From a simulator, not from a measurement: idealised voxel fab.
This section sets out a process module, namely voxel self aligned contacts.
In the cross-section labelled cut, the width is 225 nm and each square cell is 5 nm.
Cross-section spec: square-cell grid; bands listed top down; each band is one or more rows.
It is stipulated that each band's entry specify, in nanometres, the height of the top of the band and then that of its bottom, followed by the materials of the band in left-to-right sequence, each together with its width in nanometres. A single material marked by the word "edge to edge" is understood to fill the band from edge to edge; the word "air" is understood to denote empty space.
Heights are expressed relative to 0, this being the level below which the as-received wafer comprises one material exclusively. The lowest band is unbounded in the downward direction and is denoted as in "0 nm and below".
Top row gets the first number, bottom row gets the second, and each row in between changes by the same step: that is how a band width like "30 to 40" works.
"nothing was modified" for a step: no cell of the cross-section changed in that step.
"Voids lacking openings" contains a list of empty spaces, each no smaller than 8 cells and without an open way to the top, written in the form width x height at distance with the distance from the left edge and all three in nm.
Anything after a step's settings on that line? It's the simulator's own note about the step.
The optional step-line setting "overlay nm" applies to steps with a mask and quantifies how far to the right of its planned location the mask lay, a negative value indicating leftward placement.
Each pair of cross-sections that follows straddles one process step: the one shows the state before the step, the other the state after it, down to the lowest band that changed and no further. The step in question, and its settings, are given under the pair. Note that a pair is not necessarily a continuation of the pair above it, since pairs can come from different runs of this module on the same starting wafer; it is a continuation only where its entry headed "Before processing step" says so.

### Before processing step
60 nm to 55 nm | SiO2 edge to edge
55 nm to 25 nm | SiO2 5 nm / SiN 55 nm / SiO2 25 nm / SiN 55 nm / SiO2 25 nm / SiN 55 nm / SiO2 5 nm
25 nm to 5 nm | SiO2 5 nm / SiN 10 nm / polySi 35 nm / SiN 10 nm / SiO2 25 nm / SiN 10 nm / polySi 35 nm / SiN 10 nm / SiO2 25 nm / SiN 10 nm / polySi 35 nm / SiN 10 nm / SiO2 5 nm
5 nm to 0 nm | SiN 15 nm / polySi 35 nm / SiN 45 nm / polySi 35 nm / SiN 45 nm / polySi 35 nm / SiN 15 nm
0 nm to -5 nm | SiO2 edge to edge
-5 nm and below | Si edge to edge
Voids lacking openings: none

### Section, Post-Step
60 nm to 55 nm | SiO2 40 nm / air 65 nm / SiO2 15 nm / air 65 nm / SiO2 40 nm
55 nm to 25 nm | SiO2 5 nm / SiN 55 nm / air 25 nm / SiN 55 nm / air 25 nm / SiN 55 nm / SiO2 5 nm
25 nm to 5 nm | SiO2 5 nm / SiN 10 nm / polySi 35 nm / SiN 10 nm / air 25 nm / SiN 10 nm / polySi 35 nm / SiN 10 nm / air 25 nm / SiN 10 nm / polySi 35 nm / SiN 10 nm / SiO2 5 nm
Below 5, the layers are the same as they were.
Voids lacking openings: none
Relating the two cross-sections above, the step in between is MASKED_ETCH (tone open; mask id CONTACT; width nm 65; pitch nm 80; etch materials SiO2; depth nm 65; overlay nm 0)

Before processing step: nothing new to draw here, it's the after view of the pair just above.

### Section, Post-Step
65 nm to 60 nm | TiN 45 nm / air 55 nm / TiN 25 nm / air 55 nm / TiN 45 nm
60 nm to 55 nm | SiO2 40 nm / TiN 25 nm / air 15 nm / TiN 25 nm / SiO2 15 nm / TiN 25 nm / air 15 nm / TiN 25 nm / SiO2 40 nm
55 nm to 25 nm | SiO2 5 nm / SiN 55 nm / TiN 5 nm / air 15 nm / TiN 5 nm / SiN 55 nm / TiN 5 nm / air 15 nm / TiN 5 nm / SiN 55 nm / SiO2 5 nm
25 nm to 10 nm | SiO2 5 nm / SiN 10 nm / polySi 35 nm / SiN 10 nm / TiN 5 nm / air 15 nm / TiN 5 nm / SiN 10 nm / polySi 35 nm / SiN 10 nm / TiN 5 nm / air 15 nm / TiN 5 nm / SiN 10 nm / polySi 35 nm / SiN 10 nm / SiO2 5 nm
10 nm to 5 nm | SiO2 5 nm / SiN 10 nm / polySi 35 nm / SiN 10 nm / TiN 25 nm / SiN 10 nm / polySi 35 nm / SiN 10 nm / TiN 25 nm / SiN 10 nm / polySi 35 nm / SiN 10 nm / SiO2 5 nm
Below 5, the layers are the same as they were.
Voids lacking openings: none
Relating the two cross-sections above, the step in between is CONFORMAL_DEP (material TiN; thk nm 5)

Before processing step: nothing new to draw here, it's the after view of the pair just above.

### Section, Post-Step
75 nm to 65 nm | W edge to edge
65 nm to 60 nm | TiN 45 nm / W 55 nm / TiN 25 nm / W 55 nm / TiN 45 nm
60 nm to 55 nm | SiO2 40 nm / TiN 25 nm / W 15 nm / TiN 25 nm / SiO2 15 nm / TiN 25 nm / W 15 nm / TiN 25 nm / SiO2 40 nm
55 nm to 25 nm | SiO2 5 nm / SiN 55 nm / TiN 5 nm / W 15 nm / TiN 5 nm / SiN 55 nm / TiN 5 nm / W 15 nm / TiN 5 nm / SiN 55 nm / SiO2 5 nm
25 nm to 10 nm | SiO2 5 nm / SiN 10 nm / polySi 35 nm / SiN 10 nm / TiN 5 nm / W 15 nm / TiN 5 nm / SiN 10 nm / polySi 35 nm / SiN 10 nm / TiN 5 nm / W 15 nm / TiN 5 nm / SiN 10 nm / polySi 35 nm / SiN 10 nm / SiO2 5 nm
Below 10, the layers are the same as they were.
Voids lacking openings: none
Relating the two cross-sections above, the step in between is FILL_DEP (material W; thk nm 10)

Before processing step: nothing new to draw here, it's the after view of the pair just above.

### Section, Post-Step
60 nm to 55 nm | SiO2 40 nm / TiN 25 nm / W 15 nm / TiN 25 nm / SiO2 15 nm / TiN 25 nm / W 15 nm / TiN 25 nm / SiO2 40 nm
Below 55, the layers are the same as they were.
Voids lacking openings: none
Relating the two cross-sections above, the step in between is CMP (height nm 60)

Before processing step: nothing new to draw here, it's the after view of the pair just above.

### Section, Post-Step
65 nm to 60 nm | SiCN edge to edge
Below 60, the layers are the same as they were.
Voids lacking openings: none
Relating the two cross-sections above, the step in between is CONFORMAL_DEP (material SiCN; thk nm 5)

### Before processing step
60 nm to 50 nm | aC edge to edge
50 nm to 25 nm | SiN edge to edge
25 nm to 0 nm | polySi edge to edge
0 nm to -5 nm | SiO2 edge to edge
-5 nm and below | Si edge to edge
Voids lacking openings: none

### Section, Post-Step
85 nm to 60 nm | air 20 nm / resist 30 nm / air 50 nm / resist 30 nm / air 50 nm / resist 30 nm / air 15 nm
Below 60, the layers are the same as they were.
Voids lacking openings: none
Relating the two cross-sections above, the step in between is PATTERN (tone cover; mask id GATE; material resist; width nm 30; pitch nm 80; thk nm 25; overlay nm 0)

Before processing step: nothing new to draw here, it's the after view of the pair just above.

### Section, Post-Step
75 nm to 60 nm | air 20 nm / resist 30 nm / air 50 nm / resist 30 nm / air 50 nm / resist 30 nm / air 15 nm
60 nm to 50 nm | air 20 nm / aC 30 nm / air 50 nm / aC 30 nm / air 50 nm / aC 30 nm / air 15 nm
Below 50, the layers are the same as they were.
Voids lacking openings: none
Relating the two cross-sections above, the step in between is DIRECTIONAL_ETCH (etch materials aC; depth nm 10)

Before processing step: nothing new to draw here, it's the after view of the pair just above.

### Section, Post-Step
60 nm to 50 nm | air 20 nm / aC 30 nm / air 50 nm / aC 30 nm / air 50 nm / aC 30 nm / air 15 nm
Below 50, the layers are the same as they were.
Voids lacking openings: none
Relating the two cross-sections above, the step in between is STRIP (etch materials resist)

Before processing step: nothing new to draw here, it's the after view of the pair just above.

### Section, Post-Step
60 nm to 50 nm | air 20 nm / aC 30 nm / air 50 nm / aC 30 nm / air 50 nm / aC 30 nm / air 15 nm
50 nm to 25 nm | air 20 nm / SiN 30 nm / air 50 nm / SiN 30 nm / air 50 nm / SiN 30 nm / air 15 nm
Below 25, the layers are the same as they were.
Voids lacking openings: none
Relating the two cross-sections above, the step in between is DIRECTIONAL_ETCH (etch materials SiN; depth nm 25)

Before processing step: nothing new to draw here, it's the after view of the pair just above.

### Section, Post-Step
60 nm to 50 nm | air 20 nm / aC 30 nm / air 50 nm / aC 30 nm / air 50 nm / aC 30 nm / air 15 nm
50 nm to 25 nm | air 20 nm / SiN 30 nm / air 50 nm / SiN 30 nm / air 50 nm / SiN 30 nm / air 15 nm
25 nm to 0 nm | air 20 nm / polySi 30 nm / air 50 nm / polySi 30 nm / air 50 nm / polySi 30 nm / air 15 nm
Below 0, the layers are the same as they were.
Voids lacking openings: none
Relating the two cross-sections above, the step in between is DIRECTIONAL_ETCH (etch materials polySi; depth nm 25)

Before processing step: nothing new to draw here, it's the after view of the pair just above.

### Section, Post-Step
50 nm to 25 nm | air 20 nm / SiN 30 nm / air 50 nm / SiN 30 nm / air 50 nm / SiN 30 nm / air 15 nm
Below 25, the layers are the same as they were.
Voids lacking openings: none
Relating the two cross-sections above, the step in between is STRIP (etch materials aC)

Before processing step: nothing new to draw here, it's the after view of the pair just above.

### Section, Post-Step
60 nm to 25 nm | air 10 nm / SiN 50 nm / air 30 nm / SiN 50 nm / air 30 nm / SiN 50 nm / air 5 nm
25 nm to 10 nm | air 10 nm / SiN 10 nm / polySi 30 nm / SiN 10 nm / air 30 nm / SiN 10 nm / polySi 30 nm / SiN 10 nm / air 30 nm / SiN 10 nm / polySi 30 nm / SiN 10 nm / air 5 nm
10 nm to 0 nm | SiN 20 nm / polySi 30 nm / SiN 50 nm / polySi 30 nm / SiN 50 nm / polySi 30 nm / SiN 15 nm
Below 0, the layers are the same as they were.
Voids lacking openings: none
Relating the two cross-sections above, the step in between is CONFORMAL_DEP (material SiN; thk nm 10)

Before processing step: nothing new to draw here, it's the after view of the pair just above.

### Section, Post-Step
50 nm to 25 nm | air 10 nm / SiN 50 nm / air 30 nm / SiN 50 nm / air 30 nm / SiN 50 nm / air 5 nm
25 nm to 0 nm | air 10 nm / SiN 10 nm / polySi 30 nm / SiN 10 nm / air 30 nm / SiN 10 nm / polySi 30 nm / SiN 10 nm / air 30 nm / SiN 10 nm / polySi 30 nm / SiN 10 nm / air 5 nm
Below 0, the layers are the same as they were.
Voids lacking openings: none
Relating the two cross-sections above, the step in between is DIRECTIONAL_ETCH (etch materials SiN; depth nm 10)

Before processing step: nothing new to draw here, it's the after view of the pair just above.

### Section, Post-Step
65 nm to 50 nm | SiO2 edge to edge
50 nm to 25 nm | SiO2 10 nm / SiN 50 nm / SiO2 30 nm / SiN 50 nm / SiO2 30 nm / SiN 50 nm / SiO2 5 nm
25 nm to 0 nm | SiO2 10 nm / SiN 10 nm / polySi 30 nm / SiN 10 nm / SiO2 30 nm / SiN 10 nm / polySi 30 nm / SiN 10 nm / SiO2 30 nm / SiN 10 nm / polySi 30 nm / SiN 10 nm / SiO2 5 nm
Below 0, the layers are the same as they were.
Voids lacking openings: none
Relating the two cross-sections above, the step in between is FILL_DEP (material SiO2; thk nm 15)

Before processing step: nothing new to draw here, it's the after view of the pair just above.

### Section, Post-Step
60 nm to 50 nm | SiO2 edge to edge
Below 50, the layers are the same as they were.
Voids lacking openings: none
Relating the two cross-sections above, the step in between is CMP (height nm 60)

Before processing step: nothing new to draw here, it's the after view of the pair just above.

### Section, Post-Step
60 nm to 50 nm | SiO2 40 nm / air 65 nm / SiO2 15 nm / air 65 nm / SiO2 40 nm
50 nm to 25 nm | SiO2 10 nm / SiN 50 nm / air 30 nm / SiN 50 nm / air 30 nm / SiN 50 nm / SiO2 5 nm
25 nm to 0 nm | SiO2 10 nm / SiN 10 nm / polySi 30 nm / SiN 10 nm / air 30 nm / SiN 10 nm / polySi 30 nm / SiN 10 nm / air 30 nm / SiN 10 nm / polySi 30 nm / SiN 10 nm / SiO2 5 nm
0 nm to -5 nm | SiO2 60 nm / air 30 nm / SiO2 50 nm / air 30 nm / SiO2 55 nm
Below -5, the layers are the same as they were.
Voids lacking openings: none
Relating the two cross-sections above, the step in between is MASKED_ETCH (tone open; mask id CONTACT; width nm 65; pitch nm 80; etch materials SiO2; depth nm 65; overlay nm 0)

Before processing step: nothing new to draw here, it's the after view of the pair just above.

### Section, Post-Step
65 nm to 60 nm | TiN 45 nm / air 55 nm / TiN 25 nm / air 55 nm / TiN 45 nm
60 nm to 50 nm | SiO2 40 nm / TiN 5 to 25 nm / air 55 to 20 nm / TiN 5 to 20 nm / SiO2 15 nm / TiN 5 to 25 nm / air 55 to 20 nm / TiN 5 to 20 nm / SiO2 40 nm
50 nm to 25 nm | SiO2 10 nm / SiN 50 nm / TiN 5 nm / air 20 nm / TiN 5 nm / SiN 50 nm / TiN 5 nm / air 20 nm / TiN 5 nm / SiN 50 nm / SiO2 5 nm
25 nm to 0 nm | SiO2 10 nm / SiN 10 nm / polySi 30 nm / SiN 10 nm / TiN 5 nm / air 20 nm / TiN 5 nm / SiN 10 nm / polySi 30 nm / SiN 10 nm / TiN 5 nm / air 20 nm / TiN 5 nm / SiN 10 nm / polySi 30 nm / SiN 10 nm / SiO2 5 nm
0 nm to -5 nm | SiO2 60 nm / TiN 30 nm / SiO2 50 nm / TiN 30 nm / SiO2 55 nm
Below -5, the layers are the same as they were.
Voids lacking openings: none
Relating the two cross-sections above, the step in between is CONFORMAL_DEP (material TiN; thk nm 5)

Before processing step: nothing new to draw here, it's the after view of the pair just above.

### Section, Post-Step
75 nm to 65 nm | W edge to edge
65 nm to 60 nm | TiN 45 nm / W 55 nm / TiN 25 nm / W 55 nm / TiN 45 nm
60 nm to 50 nm | SiO2 40 nm / TiN 5 to 25 nm / W 55 to 20 nm / TiN 5 to 20 nm / SiO2 15 nm / TiN 5 to 25 nm / W 55 to 20 nm / TiN 5 to 20 nm / SiO2 40 nm
50 nm to 25 nm | SiO2 10 nm / SiN 50 nm / TiN 5 nm / W 20 nm / TiN 5 nm / SiN 50 nm / TiN 5 nm / W 20 nm / TiN 5 nm / SiN 50 nm / SiO2 5 nm
25 nm to 0 nm | SiO2 10 nm / SiN 10 nm / polySi 30 nm / SiN 10 nm / TiN 5 nm / W 20 nm / TiN 5 nm / SiN 10 nm / polySi 30 nm / SiN 10 nm / TiN 5 nm / W 20 nm / TiN 5 nm / SiN 10 nm / polySi 30 nm / SiN 10 nm / SiO2 5 nm
Below 0, the layers are the same as they were.
Voids lacking openings: none
Relating the two cross-sections above, the step in between is FILL_DEP (material W; thk nm 10)

Before processing step: nothing new to draw here, it's the after view of the pair just above.

### Section, Post-Step
60 nm to 50 nm | SiO2 40 nm / TiN 5 to 25 nm / W 55 to 20 nm / TiN 5 to 20 nm / SiO2 15 nm / TiN 5 to 25 nm / W 55 to 20 nm / TiN 5 to 20 nm / SiO2 40 nm
Below 50, the layers are the same as they were.
Voids lacking openings: none
Relating the two cross-sections above, the step in between is CMP (height nm 60)

Before processing step: nothing new to draw here, it's the after view of the pair just above.

### Section, Post-Step
65 nm to 60 nm | SiCN edge to edge
Below 60, the layers are the same as they were.
Voids lacking openings: none
Relating the two cross-sections above, the step in between is CONFORMAL_DEP (material SiCN; thk nm 5)

### Before processing step
60 nm to 50 nm | SiO2 edge to edge
50 nm to 25 nm | SiO2 5 nm / SiN 55 nm / SiO2 25 nm / SiN 55 nm / SiO2 25 nm / SiN 55 nm / SiO2 5 nm
25 nm to 0 nm | SiO2 5 nm / SiN 10 nm / polySi 35 nm / SiN 10 nm / SiO2 25 nm / SiN 10 nm / polySi 35 nm / SiN 10 nm / SiO2 25 nm / SiN 10 nm / polySi 35 nm / SiN 10 nm / SiO2 5 nm
0 nm to -5 nm | SiO2 edge to edge
-5 nm and below | Si edge to edge
Voids lacking openings: none

### Section, Post-Step
60 nm to 50 nm | SiO2 50 nm / air 65 nm / SiO2 15 nm / air 65 nm / SiO2 30 nm
50 nm to 25 nm | SiO2 5 nm / SiN 55 nm / air 25 nm / SiN 55 nm / air 25 nm / SiN 55 nm / SiO2 5 nm
25 nm to 0 nm | SiO2 5 nm / SiN 10 nm / polySi 35 nm / SiN 10 nm / air 25 nm / SiN 10 nm / polySi 35 nm / SiN 10 nm / air 25 nm / SiN 10 nm / polySi 35 nm / SiN 10 nm / SiO2 5 nm
0 nm to -5 nm | SiO2 60 nm / air 25 nm / SiO2 55 nm / air 25 nm / SiO2 60 nm
Below -5, the layers are the same as they were.
Voids lacking openings: none
Relating the two cross-sections above, the step in between is MASKED_ETCH (tone open; mask id CONTACT; width nm 65; pitch nm 80; etch materials SiO2; depth nm 65; overlay nm 10)

Before processing step: nothing new to draw here, it's the after view of the pair just above.

### Section, Post-Step
65 nm to 60 nm | TiN 55 nm / air 55 nm / TiN 25 nm / air 55 nm / TiN 35 nm
60 nm to 50 nm | SiO2 50 nm / TiN 5 to 15 nm / air 55 to 15 nm / TiN 5 to 35 nm / SiO2 15 nm / TiN 5 to 15 nm / air 55 to 15 nm / TiN 5 to 35 nm / SiO2 30 nm
50 nm to 25 nm | SiO2 5 nm / SiN 55 nm / TiN 5 nm / air 15 nm / TiN 5 nm / SiN 55 nm / TiN 5 nm / air 15 nm / TiN 5 nm / SiN 55 nm / SiO2 5 nm
25 nm to 0 nm | SiO2 5 nm / SiN 10 nm / polySi 35 nm / SiN 10 nm / TiN 5 nm / air 15 nm / TiN 5 nm / SiN 10 nm / polySi 35 nm / SiN 10 nm / TiN 5 nm / air 15 nm / TiN 5 nm / SiN 10 nm / polySi 35 nm / SiN 10 nm / SiO2 5 nm
0 nm to -5 nm | SiO2 60 nm / TiN 25 nm / SiO2 55 nm / TiN 25 nm / SiO2 60 nm
Below -5, the layers are the same as they were.
Voids lacking openings: none
Relating the two cross-sections above, the step in between is CONFORMAL_DEP (material TiN; thk nm 5)

Before processing step: nothing new to draw here, it's the after view of the pair just above.

### Section, Post-Step
75 nm to 65 nm | W edge to edge
65 nm to 60 nm | TiN 55 nm / W 55 nm / TiN 25 nm / W 55 nm / TiN 35 nm
60 nm to 50 nm | SiO2 50 nm / TiN 5 to 15 nm / W 55 to 15 nm / TiN 5 to 35 nm / SiO2 15 nm / TiN 5 to 15 nm / W 55 to 15 nm / TiN 5 to 35 nm / SiO2 30 nm
50 nm to 25 nm | SiO2 5 nm / SiN 55 nm / TiN 5 nm / W 15 nm / TiN 5 nm / SiN 55 nm / TiN 5 nm / W 15 nm / TiN 5 nm / SiN 55 nm / SiO2 5 nm
25 nm to 0 nm | SiO2 5 nm / SiN 10 nm / polySi 35 nm / SiN 10 nm / TiN 5 nm / W 15 nm / TiN 5 nm / SiN 10 nm / polySi 35 nm / SiN 10 nm / TiN 5 nm / W 15 nm / TiN 5 nm / SiN 10 nm / polySi 35 nm / SiN 10 nm / SiO2 5 nm
Below 0, the layers are the same as they were.
Voids lacking openings: none
Relating the two cross-sections above, the step in between is FILL_DEP (material W; thk nm 10)

Before processing step: nothing new to draw here, it's the after view of the pair just above.

### Section, Post-Step
60 nm to 50 nm | SiO2 50 nm / TiN 5 to 15 nm / W 55 to 15 nm / TiN 5 to 35 nm / SiO2 15 nm / TiN 5 to 15 nm / W 55 to 15 nm / TiN 5 to 35 nm / SiO2 30 nm
Below 50, the layers are the same as they were.
Voids lacking openings: none
Relating the two cross-sections above, the step in between is CMP (height nm 60)

Before processing step: nothing new to draw here, it's the after view of the pair just above.

### Section, Post-Step
65 nm to 60 nm | SiCN edge to edge
Below 60, the layers are the same as they were.
Voids lacking openings: none
Relating the two cross-sections above, the step in between is CONFORMAL_DEP (material SiCN; thk nm 5)

### Before processing step
50 nm to 25 nm | air 15 nm / SiN 35 nm / air 45 nm / SiN 35 nm / air 45 nm / SiN 35 nm / air 15 nm
25 nm to 0 nm | air 15 nm / polySi 35 nm / air 45 nm / polySi 35 nm / air 45 nm / polySi 35 nm / air 15 nm
0 nm to -5 nm | SiO2 edge to edge
-5 nm and below | Si edge to edge
Voids lacking openings: none

### Section, Post-Step
60 nm to 50 nm | air 5 nm / polySi 55 nm / air 25 nm / polySi 55 nm / air 25 nm / polySi 55 nm / air 5 nm
50 nm to 25 nm | air 5 nm / polySi 10 nm / SiN 35 nm / polySi 10 nm / air 25 nm / polySi 10 nm / SiN 35 nm / polySi 10 nm / air 25 nm / polySi 10 nm / SiN 35 nm / polySi 10 nm / air 5 nm
25 nm to 10 nm | air 5 nm / polySi 55 nm / air 25 nm / polySi 55 nm / air 25 nm / polySi 55 nm / air 5 nm
10 nm to 0 nm | polySi edge to edge
Below 0, the layers are the same as they were.
Voids lacking openings: none
Relating the two cross-sections above, the step in between is CONFORMAL_DEP (material polySi; thk nm 10)

Before processing step: nothing new to draw here, it's the after view of the pair just above.

### Section, Post-Step
75 nm to 60 nm | SiO2 edge to edge
60 nm to 50 nm | SiO2 5 nm / polySi 55 nm / SiO2 25 nm / polySi 55 nm / SiO2 25 nm / polySi 55 nm / SiO2 5 nm
50 nm to 25 nm | SiO2 5 nm / polySi 10 nm / SiN 35 nm / polySi 10 nm / SiO2 25 nm / polySi 10 nm / SiN 35 nm / polySi 10 nm / SiO2 25 nm / polySi 10 nm / SiN 35 nm / polySi 10 nm / SiO2 5 nm
25 nm to 10 nm | SiO2 5 nm / polySi 55 nm / SiO2 25 nm / polySi 55 nm / SiO2 25 nm / polySi 55 nm / SiO2 5 nm
Below 10, the layers are the same as they were.
Voids lacking openings: none
Relating the two cross-sections above, the step in between is FILL_DEP (material SiO2; thk nm 15)

Before processing step: nothing new to draw here, it's the after view of the pair just above.

### Section, Post-Step
60 nm to 50 nm | SiO2 5 nm / polySi 55 nm / SiO2 25 nm / polySi 55 nm / SiO2 25 nm / polySi 55 nm / SiO2 5 nm
Below 50, the layers are the same as they were.
Voids lacking openings: none
Relating the two cross-sections above, the step in between is CMP (height nm 60)

Before processing step: nothing new to draw here, it's the after view of the pair just above.

### Section, Post-Step
60 nm to 50 nm | SiO2 5 nm / polySi 55 nm / air 25 nm / polySi 55 nm / air 25 nm / polySi 55 nm / SiO2 5 nm
50 nm to 25 nm | SiO2 5 nm / polySi 10 nm / SiN 35 nm / polySi 10 nm / air 25 nm / polySi 10 nm / SiN 35 nm / polySi 10 nm / air 25 nm / polySi 10 nm / SiN 35 nm / polySi 10 nm / SiO2 5 nm
25 nm to 10 nm | SiO2 5 nm / polySi 55 nm / air 25 nm / polySi 55 nm / air 25 nm / polySi 55 nm / SiO2 5 nm
Below 10, the layers are the same as they were.
Voids lacking openings: none
Relating the two cross-sections above, the step in between is MASKED_ETCH (tone open; mask id CONTACT; width nm 65; pitch nm 80; etch materials SiO2; depth nm 65; overlay nm 0)

Before processing step: nothing new to draw here, it's the after view of the pair just above.

### Section, Post-Step
65 nm to 60 nm | TiN 65 nm / air 15 nm / TiN 65 nm / air 15 nm / TiN 65 nm
60 nm to 50 nm | SiO2 5 nm / polySi 55 nm / TiN 5 nm / air 15 nm / TiN 5 nm / polySi 55 nm / TiN 5 nm / air 15 nm / TiN 5 nm / polySi 55 nm / SiO2 5 nm
50 nm to 25 nm | SiO2 5 nm / polySi 10 nm / SiN 35 nm / polySi 10 nm / TiN 5 nm / air 15 nm / TiN 5 nm / polySi 10 nm / SiN 35 nm / polySi 10 nm / TiN 5 nm / air 15 nm / TiN 5 nm / polySi 10 nm / SiN 35 nm / polySi 10 nm / SiO2 5 nm
25 nm to 15 nm | SiO2 5 nm / polySi 55 nm / TiN 5 nm / air 15 nm / TiN 5 nm / polySi 55 nm / TiN 5 nm / air 15 nm / TiN 5 nm / polySi 55 nm / SiO2 5 nm
15 nm to 10 nm | SiO2 5 nm / polySi 55 nm / TiN 25 nm / polySi 55 nm / TiN 25 nm / polySi 55 nm / SiO2 5 nm
Below 10, the layers are the same as they were.
Voids lacking openings: none
Relating the two cross-sections above, the step in between is CONFORMAL_DEP (material TiN; thk nm 5)

Before processing step: nothing new to draw here, it's the after view of the pair just above.

### Section, Post-Step
75 nm to 65 nm | W edge to edge
65 nm to 60 nm | TiN 65 nm / W 15 nm / TiN 65 nm / W 15 nm / TiN 65 nm
60 nm to 50 nm | SiO2 5 nm / polySi 55 nm / TiN 5 nm / W 15 nm / TiN 5 nm / polySi 55 nm / TiN 5 nm / W 15 nm / TiN 5 nm / polySi 55 nm / SiO2 5 nm
50 nm to 25 nm | SiO2 5 nm / polySi 10 nm / SiN 35 nm / polySi 10 nm / TiN 5 nm / W 15 nm / TiN 5 nm / polySi 10 nm / SiN 35 nm / polySi 10 nm / TiN 5 nm / W 15 nm / TiN 5 nm / polySi 10 nm / SiN 35 nm / polySi 10 nm / SiO2 5 nm
25 nm to 15 nm | SiO2 5 nm / polySi 55 nm / TiN 5 nm / W 15 nm / TiN 5 nm / polySi 55 nm / TiN 5 nm / W 15 nm / TiN 5 nm / polySi 55 nm / SiO2 5 nm
Below 15, the layers are the same as they were.
Voids lacking openings: none
Relating the two cross-sections above, the step in between is FILL_DEP (material W; thk nm 10)

Before processing step: nothing new to draw here, it's the after view of the pair just above.

### Section, Post-Step
60 nm to 50 nm | SiO2 5 nm / polySi 55 nm / TiN 5 nm / W 15 nm / TiN 5 nm / polySi 55 nm / TiN 5 nm / W 15 nm / TiN 5 nm / polySi 55 nm / SiO2 5 nm
Below 50, the layers are the same as they were.
Voids lacking openings: none
Relating the two cross-sections above, the step in between is CMP (height nm 60)

Before processing step: nothing new to draw here, it's the after view of the pair just above.

### Section, Post-Step
65 nm to 60 nm | SiCN edge to edge
Below 60, the layers are the same as they were.
Voids lacking openings: none
Relating the two cross-sections above, the step in between is CONFORMAL_DEP (material SiCN; thk nm 5)

### Before processing step
60 nm to 50 nm | aC edge to edge
50 nm to 25 nm | SiN edge to edge
25 nm to 0 nm | polySi edge to edge
0 nm to -5 nm | SiO2 edge to edge
-5 nm and below | Si edge to edge
Voids lacking openings: none

### Section, Post-Step
85 nm to 60 nm | resist 15 nm / air 35 nm / resist 45 nm / air 35 nm / resist 45 nm / air 35 nm / resist 15 nm
Below 60, the layers are the same as they were.
Voids lacking openings: none
Relating the two cross-sections above, the step in between is PATTERN (tone open; mask id GATE; material resist; width nm 35; pitch nm 80; thk nm 25; overlay nm 0)

Before processing step: nothing new to draw here, it's the after view of the pair just above.

### Section, Post-Step
75 nm to 60 nm | resist 15 nm / air 35 nm / resist 45 nm / air 35 nm / resist 45 nm / air 35 nm / resist 15 nm
60 nm to 50 nm | aC 15 nm / air 35 nm / aC 45 nm / air 35 nm / aC 45 nm / air 35 nm / aC 15 nm
Below 50, the layers are the same as they were.
Voids lacking openings: none
Relating the two cross-sections above, the step in between is DIRECTIONAL_ETCH (etch materials aC; depth nm 10)

Before processing step: nothing new to draw here, it's the after view of the pair just above.

### Section, Post-Step
60 nm to 50 nm | aC 15 nm / air 35 nm / aC 45 nm / air 35 nm / aC 45 nm / air 35 nm / aC 15 nm
Below 50, the layers are the same as they were.
Voids lacking openings: none
Relating the two cross-sections above, the step in between is STRIP (etch materials resist)

Before processing step: nothing new to draw here, it's the after view of the pair just above.

### Section, Post-Step
60 nm to 50 nm | aC 15 nm / air 35 nm / aC 45 nm / air 35 nm / aC 45 nm / air 35 nm / aC 15 nm
50 nm to 25 nm | SiN 15 nm / air 35 nm / SiN 45 nm / air 35 nm / SiN 45 nm / air 35 nm / SiN 15 nm
Below 25, the layers are the same as they were.
Voids lacking openings: none
Relating the two cross-sections above, the step in between is DIRECTIONAL_ETCH (etch materials SiN; depth nm 25)

Before processing step: nothing new to draw here, it's the after view of the pair just above.

### Section, Post-Step
60 nm to 50 nm | aC 15 nm / air 35 nm / aC 45 nm / air 35 nm / aC 45 nm / air 35 nm / aC 15 nm
50 nm to 25 nm | SiN 15 nm / air 35 nm / SiN 45 nm / air 35 nm / SiN 45 nm / air 35 nm / SiN 15 nm
25 nm to 0 nm | polySi 15 nm / air 35 nm / polySi 45 nm / air 35 nm / polySi 45 nm / air 35 nm / polySi 15 nm
Below 0, the layers are the same as they were.
Voids lacking openings: none
Relating the two cross-sections above, the step in between is DIRECTIONAL_ETCH (etch materials polySi; depth nm 25)

Before processing step: nothing new to draw here, it's the after view of the pair just above.

### Section, Post-Step
50 nm to 25 nm | SiN 15 nm / air 35 nm / SiN 45 nm / air 35 nm / SiN 45 nm / air 35 nm / SiN 15 nm
Below 25, the layers are the same as they were.
Voids lacking openings: none
Relating the two cross-sections above, the step in between is STRIP (etch materials aC)

Before processing step: nothing new to draw here, it's the after view of the pair just above.

### Section, Post-Step
60 nm to 25 nm | SiN 25 nm / air 15 nm / SiN 65 nm / air 15 nm / SiN 65 nm / air 15 nm / SiN 25 nm
25 nm to 10 nm | polySi 15 nm / SiN 10 nm / air 15 nm / SiN 10 nm / polySi 45 nm / SiN 10 nm / air 15 nm / SiN 10 nm / polySi 45 nm / SiN 10 nm / air 15 nm / SiN 10 nm / polySi 15 nm
10 nm to 0 nm | polySi 15 nm / SiN 35 nm / polySi 45 nm / SiN 35 nm / polySi 45 nm / SiN 35 nm / polySi 15 nm
Below 0, the layers are the same as they were.
Voids lacking openings: none
Relating the two cross-sections above, the step in between is CONFORMAL_DEP (material SiN; thk nm 10)

Before processing step: nothing new to draw here, it's the after view of the pair just above.

### Section, Post-Step
50 nm to 25 nm | SiN 25 nm / air 15 nm / SiN 65 nm / air 15 nm / SiN 65 nm / air 15 nm / SiN 25 nm
25 nm to 0 nm | polySi 15 nm / SiN 10 nm / air 15 nm / SiN 10 nm / polySi 45 nm / SiN 10 nm / air 15 nm / SiN 10 nm / polySi 45 nm / SiN 10 nm / air 15 nm / SiN 10 nm / polySi 15 nm
Below 0, the layers are the same as they were.
Voids lacking openings: none
Relating the two cross-sections above, the step in between is DIRECTIONAL_ETCH (etch materials SiN; depth nm 10)

Before processing step: nothing new to draw here, it's the after view of the pair just above.

### Section, Post-Step
65 nm to 50 nm | SiO2 edge to edge
50 nm to 25 nm | SiN 25 nm / SiO2 15 nm / SiN 65 nm / SiO2 15 nm / SiN 65 nm / SiO2 15 nm / SiN 25 nm
25 nm to 0 nm | polySi 15 nm / SiN 10 nm / SiO2 15 nm / SiN 10 nm / polySi 45 nm / SiN 10 nm / SiO2 15 nm / SiN 10 nm / polySi 45 nm / SiN 10 nm / SiO2 15 nm / SiN 10 nm / polySi 15 nm
Below 0, the layers are the same as they were.
Voids lacking openings: none
Relating the two cross-sections above, the step in between is FILL_DEP (material SiO2; thk nm 15)

Before processing step: nothing new to draw here, it's the after view of the pair just above.

### Section, Post-Step
60 nm to 50 nm | SiO2 edge to edge
Below 50, the layers are the same as they were.
Voids lacking openings: none
Relating the two cross-sections above, the step in between is CMP (height nm 60)
